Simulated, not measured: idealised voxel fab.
The following is a process module called voxel gate over fins.
Cross-sectional view cut (width: 295 nm; square cell size: 5 nm).
This document writes a cross-section as a grid whose cells are square, and gives it as bands, listed from the top down; one or more rows of cells form a band.
Per band: top height and bottom height in nm, followed by the left-to-right materials and their widths in nm; "full width" marks a single material spanning edge to edge, "empty" marks empty space.
The reference from which all heights are counted is 0, the level beneath which the as-received wafer is entirely one material; the lowest band, having no lower bound, proceeds downward and is written after the example "top 0, no bottom".
Width "30..40": first value at the band's top row of cells, second value at its bottom row, equal change from row to row.
When a step is marked "nothing changed", none of the cells in the cross-section changed during that step.
This entry, "Entrapped voids", enumerates those empty regions of no fewer than 8 cells that possess no open connection to the top. Each region is reported in the form width x height at distance, the distance being taken from the left edge, with all three quantities expressed in nm.
Where a step's line continues beyond its settings, the continuation is a remark by the simulator itself on that step.
The optional step-line setting "overlay nm" applies to steps with a mask and quantifies how far to the right of its planned location the mask lay, a negative value indicating leftward placement.

The process steps that were planned are listed below
1. RECEIVE | material Si
2. CONFORMAL_DEP | material SiN | thk nm 5
3. PATTERN | tone cover | mask id FINS | material resist | width nm 15 | pitch nm 35 | thk nm 15 | overlay nm 0
4. DIRECTIONAL_ETCH | etch materials SiN | depth nm 5
5. DIRECTIONAL_ETCH | etch materials Si | depth nm 40
6. STRIP | etch materials resist
7. FILL_DEP | material SiO2 | thk nm 5
8. CMP | height nm 5
9. SELECTIVE_ETCH | etch materials SiO2 | depth nm 20
10. STRIP | etch materials SiN
11. CONFORMAL_DEP | material HfO2 | thk nm 5
12. CONFORMAL_DEP | material TiN | thk nm 5
13. CONFORMAL_DEP | material TiAl | thk nm 5
14. CONFORMAL_DEP | material TiN | thk nm 5
15. FILL_DEP | material W | thk nm 15
16. CMP | height nm 30
17. CONFORMAL_DEP | material SiCN | thk nm 10

As-received state of the wafer in cross-section, equivalent to post-step 1
> top 0, no bottom  Si full width
> Entrapped voids: none

As-planned run: cross-section of the first of two wafers at end of module
> top 40, bottom 30  SiCN full width
> top 30, bottom 20  W full width
> top 20, bottom 15  65 of W | 160 of TiN | 70 of W
> top 15, bottom 10  65 of W | 5 of TiN | 150 of TiAl | 5 of TiN | 70 of W
> top 10, bottom 5  65 of W | 5 of TiN | 5 of TiAl | 140 of TiN | 5 of TiAl | 5 of TiN | 70 of W
> top 5, bottom 0  70 of TiN | 5 of TiAl | 5 of TiN | 25 of HfO2 | 10 of TiN | 25 of HfO2 | 10 of TiN | 25 of HfO2 | 10 of TiN | 25 of HfO2 | 5 of TiN | 5 of TiAl | 75 of TiN
> top 0, bottom -5  75 of TiAl | 5 of TiN | 5 of HfO2 | 15 of Si | 5 of HfO2 | 10 of TiN | 5 of HfO2 | 15 of Si | 5 of HfO2 | 10 of TiN | 5 of HfO2 | 15 of Si | 5 of HfO2 | 10 of TiN | 5 of HfO2 | 15 of Si | 5 of HfO2 | 5 of TiN | 80 of TiAl
> top -5, bottom -10  80 of TiN | 5 of HfO2 | 15 of Si | 5 of HfO2 | 10 of TiN | 5 of HfO2 | 15 of Si | 5 of HfO2 | 10 of TiN | 5 of HfO2 | 15 of Si | 5 of HfO2 | 10 of TiN | 5 of HfO2 | 15 of Si | 5 of HfO2 | 85 of TiN
> top -10, bottom -15  85 of HfO2 | 15 of Si | 20 of HfO2 | 15 of Si | 20 of HfO2 | 15 of Si | 20 of HfO2 | 15 of Si | 90 of HfO2
> top -15, bottom -40  85 of SiO2 | 15 of Si | 20 of SiO2 | 15 of Si | 20 of SiO2 | 15 of Si | 20 of SiO2 | 15 of Si | 90 of SiO2
> top -40, no bottom  Si full width
> Entrapped voids: none

Presented here is a cross-section of the second of the two wafers as it stood at the end of the module. It was started in the same manner and assigned the same plan as the first wafer; however, one mistake was made in its execution
> top 40, bottom 30  SiCN full width
> top 30, bottom 20  W full width
> top 20, bottom 15  60 of W | 160 of TiN | 75 of W
> top 15, bottom 10  60 of W | 5 of TiN | 150 of TiAl | 5 of TiN | 75 of W
> top 10, bottom 5  60 of W | 5 of TiN | 5 of TiAl | 140 of TiN | 5 of TiAl | 5 of TiN | 75 of W
> top 5, bottom 0  65 of TiN | 5 of TiAl | 5 of TiN | 25 of HfO2 | 10 of TiN | 25 of HfO2 | 10 of TiN | 25 of HfO2 | 10 of TiN | 25 of HfO2 | 5 of TiN | 5 of TiAl | 80 of TiN
> top 0, bottom -5  70 of TiAl | 5 of TiN | 5 of HfO2 | 15 of Si | 5 of HfO2 | 10 of TiN | 5 of HfO2 | 15 of Si | 5 of HfO2 | 10 of TiN | 5 of HfO2 | 15 of Si | 5 of HfO2 | 10 of TiN | 5 of HfO2 | 15 of Si | 5 of HfO2 | 5 of TiN | 85 of TiAl
> top -5, bottom -10  75 of TiN | 5 of HfO2 | 15 of Si | 5 of HfO2 | 10 of TiN | 5 of HfO2 | 15 of Si | 5 of HfO2 | 10 of TiN | 5 of HfO2 | 15 of Si | 5 of HfO2 | 10 of TiN | 5 of HfO2 | 15 of Si | 5 of HfO2 | 90 of TiN
> top -10, bottom -15  80 of HfO2 | 15 of Si | 20 of HfO2 | 15 of Si | 20 of HfO2 | 15 of Si | 20 of HfO2 | 15 of Si | 95 of HfO2
> top -15, bottom -40  80 of SiO2 | 15 of Si | 20 of SiO2 | 15 of Si | 20 of SiO2 | 15 of Si | 20 of SiO2 | 15 of Si | 95 of SiO2
> top -40, no bottom  Si full width
> Entrapped voids: none
Diagnosis: step 3 was not run as planned; what actually ran was PATTERN | tone cover | mask id FINS | material resist | width nm 15 | pitch nm 35 | thk nm 15 | overlay nm -5
Same inventory, different map: at the end, the second wafer holds as many cells of each material as the first, placed elsewhere.
